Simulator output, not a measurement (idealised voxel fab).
Process module, titled voxel double patterning
Cross-section cut: width 250 nm, square cells of 5 nm.
Cross-section spec: square-cell grid; bands listed top down; each band is one or more rows. Top, bottom (nm), then materials left to right with widths (nm); lone material tagged "all across" fills the whole band edge to edge; "blank" = empty space. Heights are expressed relative to 0, this being the level below which the as-received wafer comprises one material exclusively. The lowest band is unbounded in the downward direction and is denoted as in "0 and below". With a width like "30..40", each row of cells in the band differs from the next by the same amount, the top row carrying the first number and the bottom row the second. Where the words "no modifications" appear for a step, the cross-section shows no cell changed by that step; every cell remained as before. The list in "Voids, fully enclosed" covers empty spaces of 8 cells or more that cannot reach the top through any open way, and it gives each as width x height at distance; the distance is from the left edge, and width, height and distance are in nm. If you see something after the settings on a step's line, that's the simulator's own remark about that step. If you see "overlay nm" on a step's line and that step has a mask, it's telling you how far right of where it was planned the mask ended up; a negative number means it went left instead.
## Process steps - plan
- 1: RECEIVE [material Si]
- 2: CONFORMAL_DEP [material SiO2] [thk nm 10]
- 3: DIRECTIONAL_DEP [material W] [thk nm 15]
- 4: DIRECTIONAL_DEP [material SiN] [thk nm 10]
- 5: MASKED_ETCH [tone open] [mask id FIRST] [width nm 15] [pitch nm 50] [etch materials SiN] [depth nm 10] [overlay nm 0]
- 6: MASKED_ETCH [tone open] [mask id SECOND] [width nm 15] [etch materials SiN] [depth nm 10] [overlay nm 0]
- 7: DIRECTIONAL_ETCH [etch materials W] [depth nm 15]
- 8: STRIP [etch materials SiN]
## This is the cross-section of the wafer as we received it, i.e. after step 1
> 0 and below: Si all across
> Voids, fully enclosed: none
## a wafer at the end: this start, this plan, one mistake
> 25 down to 10: 115 of blank, then 15 of W, then 120 of blank
> 10 down to 0: SiO2 all across
> 0 and below: Si all across
> Voids, fully enclosed: none
Processing error: step 6, actual vs plan mismatch, actual run MASKED_ETCH [tone cover] [mask id SECOND] [width nm 15] [etch materials SiN] [depth nm 10] [overlay nm 0]
